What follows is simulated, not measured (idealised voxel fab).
process module | voxel fin reveal
cross-section cut | 270 nm wide | cells 5 nm
A cross-section is a grid of square cells, given in bands from the top down. A band is one or more rows of cells.
Each band's line starts with the height of the band's top and of its bottom, in nm. Then come its materials from left to right, each with its width in nm. One material with "throughout" fills the band from edge to edge. "air" is empty space.
Height 0 is the level under which the wafer as received is all one material. The lowest band goes on downwards, as in "0 down".
A width such as "30 to 40" changes by the same amount from each row of cells to the next, from the band's top row to its bottom row.
"no change" after a step means that no cell of the cross-section changed.
closed voids: empty space of 8 cells or more with no open way to the top, each as width x height at its distance from the left edge, in nm
after a step's settings: what the simulator itself notes on the step
overlay nm, on a step with a mask: how far to the right of its planned place the mask lay; to the left if negative
plan
1 op RECEIVE | material Si
2 op CONFORMAL_DEP | material SiN | thk nm 5
3 op PATTERN | tone cover | mask id FINS | material resist | width nm 15 | pitch nm 40 | thk nm 15 | overlay nm 0
4 op DIRECTIONAL_ETCH | etch materials SiN | depth nm 5
5 op DIRECTIONAL_ETCH | etch materials Si | depth nm 40
6 op STRIP | etch materials resist
7 op OXIDIZE | depth nm 5
8 op FILL_DEP | material SiO2 | thk nm 10
9 op CMP | height nm 5
10 op SELECTIVE_ETCH | etch materials SiO2 | depth nm 30
11 op STRIP | etch materials SiN
as received, after step 1
  0 down: Si throughout
  closed voids: none
first wafer at the end, as planned
  0 to -25: air 70 | Si 5 | air 35 | Si 5 | air 35 | Si 5 | air 35 | Si 5 | air 75
  -25 to -45: SiO2 70 | Si 5 | SiO2 35 | Si 5 | SiO2 35 | Si 5 | SiO2 35 | Si 5 | SiO2 75
  -45 down: Si throughout
  closed voids: none
second wafer at the end: like start, like plan, one mistake
  0 to -40: air 65 | SiO2 5 | Si 5 | SiO2 5 | air 25 | SiO2 5 | Si 5 | SiO2 5 | air 25 | SiO2 5 | Si 5 | SiO2 5 | air 25 | SiO2 5 | Si 5 | SiO2 5 | air 70
  -40 to -45: SiO2 70 | Si 5 | SiO2 35 | Si 5 | SiO2 35 | Si 5 | SiO2 35 | Si 5 | SiO2 75
  -45 down: Si throughout
  closed voids: none
what went wrong: step 8 ran as: op FILL_DEP | material SiN | thk nm 10
at the end the second wafer has, in cells: 86 fewer of SiO2
